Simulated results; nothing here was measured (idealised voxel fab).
process module | voxel local oxidation
cross-section cut | 220 nm wide | cells 5 nm
A cross-section is a grid of square cells, given in bands from the top down. A band is one or more rows of cells.
Each band's line starts with the height of the band's top and of its bottom, in nm. Then come its materials from left to right, each with its width in nm. One material with "throughout" fills the band from edge to edge. "air" is empty space.
Height 0 is the level under which the wafer as received is all one material. The lowest band goes on downwards, as in "0 down".
A width such as "30 to 40" changes by the same amount from each row of cells to the next, from the band's top row to its bottom row.
"no change" after a step means that no cell of the cross-section changed.
closed voids: empty space of 8 cells or more with no open way to the top, each as width x height at its distance from the left edge, in nm
after a step's settings: what the simulator itself notes on the step
overlay nm, on a step with a mask: how far to the right of its planned place the mask lay; to the left if negative
plan
1 op RECEIVE | material Si
2 op CONFORMAL_DEP | material SiO2 | thk nm 5
3 op CONFORMAL_DEP | material SiN | thk nm 10
4 op MASKED_ETCH | tone cover | mask id ACTIVE | width nm 95 | etch materials SiN | depth nm 10 | overlay nm 0
5 op SELECTIVE_ETCH | etch materials SiO2 | depth nm 5
6 op OXIDIZE | depth nm 15
7 op STRIP | etch materials SiN
as received, after step 1
  0 down: Si throughout
  closed voids: none
first wafer at the end, as planned
  5 to 0: air 65 | SiO2 85 | air 70
  0 to -15: SiO2 80 | Si 55 | SiO2 85
  -15 down: Si throughout
  closed voids: none
second wafer at the end: like start, like plan, one mistake
  10 to 0: SiO2 throughout
  0 down: Si throughout
  closed voids: none
what went wrong: step 3 ran as: op CONFORMAL_DEP | material SiO2 | thk nm 10
at the end the second wafer has, in cells: 99 more of Si | 28 fewer of SiO2
